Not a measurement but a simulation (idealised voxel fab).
process module | voxel released beams
cross-section cut | 290 nm wide | cells 5 nm
A cross-section is a grid of square cells, given in bands from the top down. A band is one or more rows of cells.
Each band's line starts with the height of the band's top and of its bottom, in nm. Then come its materials from left to right, each with its width in nm. One material with "throughout" fills the band from edge to edge. "air" is empty space.
Height 0 is the level under which the wafer as received is all one material. The lowest band goes on downwards, as in "0 down".
A width such as "30 to 40" changes by the same amount from each row of cells to the next, from the band's top row to its bottom row.
"no change" after a step means that no cell of the cross-section changed.
closed voids: empty space of 8 cells or more with no open way to the top, each as width x height at its distance from the left edge, in nm
after a step's settings: what the simulator itself notes on the step
overlay nm, on a step with a mask: how far to the right of its planned place the mask lay; to the left if negative
plan
1 op RECEIVE | material Si
2 op CONFORMAL_DEP | material Al2O3 | thk nm 5
3 op DIRECTIONAL_DEP | material SiO2 | thk nm 15
4 op PATTERN | tone open | mask id ANCHOR | material resist | width nm 25 | thk nm 15 | overlay nm 0
5 op DIRECTIONAL_ETCH | etch materials SiO2 | depth nm 15
6 op STRIP | etch materials resist
7 op CONFORMAL_DEP | material polySi | thk nm 10
8 op MASKED_ETCH | tone cover | mask id BEAM | width nm 95 | etch materials polySi | depth nm 10 | overlay nm 0
9 op STRIP | etch materials SiO2
first wafer, as planned
as received, after step 1
  0 down: Si throughout
  closed voids: none
after step 2
  5 to 0: Al2O3 throughout
  below 0: unchanged
after step 3
  20 to 5: SiO2 throughout
  below 5: unchanged
after step 4
  35 to 20: resist 100 | air 25 | resist 165
  below 20: unchanged
after step 5
  35 to 20: resist 100 | air 25 | resist 165
  20 to 5: SiO2 100 | air 25 | SiO2 165
  below 5: unchanged
after step 6
  20 to 5: SiO2 100 | air 25 | SiO2 165
  below 5: unchanged
after step 7
  30 to 20: polySi 110 | air 5 | polySi 175
  20 to 15: SiO2 100 | polySi 10 | air 5 | polySi 10 | SiO2 165
  15 to 5: SiO2 100 | polySi 25 | SiO2 165
  below 5: unchanged
after step 8
  30 to 20: air 95 | polySi 15 | air 5 | polySi 75 | air 100
  below 20: unchanged
after step 9
  30 to 20: air 95 | polySi 15 | air 5 | polySi 75 | air 100
  20 to 15: air 100 | polySi 10 | air 5 | polySi 10 | air 165
  15 to 5: air 100 | polySi 25 | air 165
  below 5: unchanged
second wafer: like start, like plan, one mistake. Through step 3 it matches the first wafer
when step 4 should have ended
  35 to 20: resist 110 | air 25 | resist 155
  below 20: unchanged
when step 5 should have ended
  35 to 20: resist 110 | air 25 | resist 155
  20 to 5: SiO2 110 | air 25 | SiO2 155
  below 5: unchanged
when step 6 should have ended
  20 to 5: SiO2 110 | air 25 | SiO2 155
  below 5: unchanged
when step 7 should have ended
  30 to 20: polySi 120 | air 5 | polySi 165
  20 to 15: SiO2 110 | polySi 10 | air 5 | polySi 10 | SiO2 155
  15 to 5: SiO2 110 | polySi 25 | SiO2 155
  below 5: unchanged
when step 8 should have ended
  30 to 20: air 95 | polySi 25 | air 5 | polySi 65 | air 100
  below 20: unchanged
when step 9 should have ended
  30 to 20: air 95 | polySi 25 | air 5 | polySi 65 | air 100
  20 to 15: air 110 | polySi 10 | air 5 | polySi 10 | air 155
  15 to 5: air 110 | polySi 25 | air 155
  below 5: unchanged
what went wrong: step 4 ran as: op PATTERN | tone open | mask id ANCHOR | material resist | width nm 25 | thk nm 15 | overlay nm 10
at the end the second wafer has, in cells: as many of each material as the first, in other places
